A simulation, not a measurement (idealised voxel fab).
process module | voxel capacitor over wiring
Square cell edge 5 nm, section width 280 nm, ID cut.
Each cross-section below is a grid of square cells, stated as bands in top-down order, with one or more rows of cells making up each band. Band entry format. Leading values: height of top, height of bottom, nm. Remainder: materials in left-to-right order, each with its width in nm. Special words: "all across" on a single material, which then fills the band edge to edge; "empty", empty space. Height is counted from the level 0, under which the received wafer is composed throughout of one material. The lowest of the bands is not closed at the bottom but continues downward, in the notation "from 0 down". Top row gets the first number, bottom row gets the second, and each row in between changes by the same step: that is how a band width like "30->40" works. Where the words "nothing different" appear for a step, the cross-section shows no cell changed by that step; every cell remained as before. So "Cavities, sealed" is basically the list of trapped voids: any empty space of 8 cells or more that can't reach the top through an opening. They're written width x height at distance, the distance being from the left edge, and it's all nm. The remark found on a step's line after its settings is issued by the simulator itself and pertains to that step. overlay nm: step with mask; distance mask lay right of planned place; negative value = left of planned place.

## These are the steps we planned for the process
1. RECEIVE [material Si]
2. CONFORMAL_DEP [material SiO2] [thk nm 15]
3. DIRECTIONAL_DEP [material TiN] [thk nm 5]
4. DIRECTIONAL_DEP [material W] [thk nm 15]
5. PATTERN [tone cover] [mask id METAL_1] [material resist] [width nm 30] [pitch nm 100] [thk nm 20] [overlay nm 0]
6. DIRECTIONAL_ETCH [etch materials W] [depth nm 15]
7. DIRECTIONAL_ETCH [etch materials TiN] [depth nm 5]
8. STRIP [etch materials resist]
9. FILL_DEP [material lowk] [thk nm 5]
10. CMP [height nm 35]
11. CONFORMAL_DEP [material SiCN] [thk nm 5]
12. DIRECTIONAL_DEP [material lowk] [thk nm 20]
13. DIRECTIONAL_DEP [material aC] [thk nm 10]
14. PATTERN [tone open] [mask id PLUG_1] [material resist] [width nm 15] [thk nm 30] [overlay nm 0]
15. DIRECTIONAL_ETCH [etch materials aC] [depth nm 10]
16. STRIP [etch materials resist]
17. DIRECTIONAL_ETCH [etch materials lowk] [depth nm 20]
18. DIRECTIONAL_ETCH [etch materials SiCN] [depth nm 5]
19. STRIP [etch materials aC]
20. EPI [material Ru] [thk nm 10]
21. EPI [material Ru] [thk nm 10]
22. EPI [material Ru] [thk nm 5]
23. DIRECTIONAL_DEP [material TiN] [thk nm 5]
24. DIRECTIONAL_DEP [material HfO2] [thk nm 5]
25. DIRECTIONAL_DEP [material TiN] [thk nm 10]
26. MASKED_ETCH [tone cover] [mask id UPPER_PLATE] [width nm 75] [etch materials TiN] [depth nm 10] [overlay nm 0]
27. MASKED_ETCH [tone cover] [mask id UPPER_PLATE] [width nm 75] [etch materials HfO2] [depth nm 5] [overlay nm 0]
28. DIRECTIONAL_DEP [material aC] [thk nm 10]
29. PATTERN [tone cover] [mask id LOWER_PLATE] [material resist] [width nm 85] [thk nm 30] [overlay nm 0]
30. DIRECTIONAL_ETCH [etch materials aC] [depth nm 10]
31. STRIP [etch materials resist]
32. DIRECTIONAL_ETCH [etch materials TiN] [depth nm 5]
33. STRIP [etch materials aC]
34. FILL_DEP [material SiO2] [thk nm 20]
35. CMP [height nm 95]
36. DIRECTIONAL_DEP [material aC] [thk nm 15]
37. PATTERN [tone open] [mask id PLUG_2] [material resist] [width nm 15] [thk nm 30] [overlay nm 0]
38. DIRECTIONAL_ETCH [etch materials aC] [depth nm 15]
39. STRIP [etch materials resist]
40. DIRECTIONAL_ETCH [etch materials SiO2] [depth nm 15]
41. STRIP [etch materials aC]
42. CONFORMAL_DEP [material TiN] [thk nm 5]
43. FILL_DEP [material Ru] [thk nm 5]
44. CMP [height nm 95]
45. CONFORMAL_DEP [material SiCN] [thk nm 5]

## Here's what the wafer looked like in cross-section when it arrived - that's after step 1
* from 0 down: Si all across
* Cavities, sealed: none

## Starting wafer: above. Plan: above. Run: one mistake. Cross-section after the module: below
* from 100 to 95: SiCN all across
* from 95 to 85: SiO2 100, then TiN 5, then Ru 5, then TiN 5, then SiO2 165
* from 85 to 80: SiO2 100, then TiN 15, then SiO2 165
* from 80 to 70: SiO2 90, then TiN 75, then SiO2 115
* from 70 to 65: SiO2 90, then HfO2 75, then SiO2 115
* from 65 to 60: SiO2 85, then TiN 85, then SiO2 110
* from 60 to 40: lowk 90, then Ru 15, then lowk 175
* from 40 to 35: SiCN 90, then Ru 15, then SiCN 175
* from 35 to 30: lowk 75, then TiN 30, then lowk 70, then TiN 30, then lowk 75
* from 30 to 15: W all across
* from 15 to 0: SiO2 all across
* from 0 down: Si all across
* Cavities, sealed: none
The mistake made against the process plan was this: transposition of steps 3 and 4 relative to the planned sequence
